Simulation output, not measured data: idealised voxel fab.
This section sets out a process module, namely voxel gate over fins.
We display cut, a cross-section 275 nm in width whose square cells are each 5 nm.
Think of the cross-section as a grid of square cells. We describe it in bands, top to bottom, and each band covers one or more rows of those cells. Band: top and bottom heights (nm) first, top before bottom; then materials from left to right, widths in nm. "everywhere" marks a sole material filling the band edge to edge. "air" denotes empty space. Heads up on the height convention: 0 is the point under which the incoming wafer is all one material, and the lowest band has no bottom, it just keeps going down, like "0 down". So if you see something like "30->40" for the width, read it as the top row of the band sitting at the first number and the bottom row at the second, with every row in between moving by the same amount as the last. When a step is marked "no alterations made", none of the cells in the cross-section changed during that step. Under "Voids lacking openings" you'll find the enclosed gaps, the ones with no way out to the top, that are 8 cells or bigger; each reads width x height at distance, with distance counted from the left edge, everything in nm. Step line, after settings: the simulator's comment on this step. "overlay nm" denotes, for a step that has a mask, the displacement of the mask to the right of its planned place, with negative values corresponding to the left.
### Process steps foreseen in the plan
- 1: RECEIVE | material Si
- 2: CONFORMAL_DEP | material SiN | thk nm 10
- 3: DIRECTIONAL_DEP | material aC | thk nm 10
- 4: PATTERN | tone cover | mask id FINS | material resist | width nm 15 | pitch nm 55 | thk nm 25 | overlay nm 0
- 5: DIRECTIONAL_ETCH | etch materials aC | depth nm 10
- 6: STRIP | etch materials resist
- 7: DIRECTIONAL_ETCH | etch materials SiN | depth nm 10
- 8: DIRECTIONAL_ETCH | etch materials Si | depth nm 40
- 9: STRIP | etch materials aC
- 10: OXIDIZE | depth nm 5
- 11: FILL_DEP | material SiO2 | thk nm 5
- 12: CMP | height nm 10
- 13: PATTERN | tone open | mask id RAIL | material resist | width nm 15 | thk nm 15 | overlay nm 0
- 14: DIRECTIONAL_ETCH | etch materials SiO2 | depth nm 45
- 15: STRIP | etch materials resist
- 16: CONFORMAL_DEP | material TiN | thk nm 5
- 17: FILL_DEP | material W | thk nm 10
- 18: CMP | height nm 10
- 19: SELECTIVE_ETCH | etch materials W Ru TiN | depth nm 30
- 20: FILL_DEP | material SiO2 | thk nm 5
- 21: CMP | height nm 10
- 22: SELECTIVE_ETCH | etch materials SiO2 | depth nm 25
- 23: STRIP | etch materials SiN
- 24: CONFORMAL_DEP | material HfO2 | thk nm 5
- 25: CONFORMAL_DEP | material TiN | thk nm 5
- 26: CONFORMAL_DEP | material TiAl | thk nm 5
- 27: CONFORMAL_DEP | material TiN | thk nm 5
- 28: FILL_DEP | material W | thk nm 10
- 29: CMP | height nm 25
- 30: CONFORMAL_DEP | material SiN | thk nm 5
Split variable: width nm, step 4. Plan value = first wafer. Wafers start alike.
### Incoming state of the first of several wafers in cross-section: after step 1
* 0 down: Si everywhere
* Voids lacking openings: none
### each wafer at the end: cells of each material gained (+) or lost (-) since it was received, then its closed voids
width nm 15, +73 HfO2, -468 Si, +55 SiN, +303 SiO2, +73 TiAl, +153 TiN, +141 W, Voids lacking openings: none
width nm 20, +73 HfO2, -441 Si, +55 SiN, +285 SiO2, +73 TiAl, +153 TiN, +132 W, Voids lacking openings: none
width nm 25, +73 HfO2, -414 Si, +55 SiN, +267 SiO2, +73 TiAl, +153 TiN, +123 W, Voids lacking openings: none
width nm 30, +73 HfO2, -387 Si, +55 SiN, +249 SiO2, +73 TiAl, +147 TiN, +120 W, Voids lacking openings: none
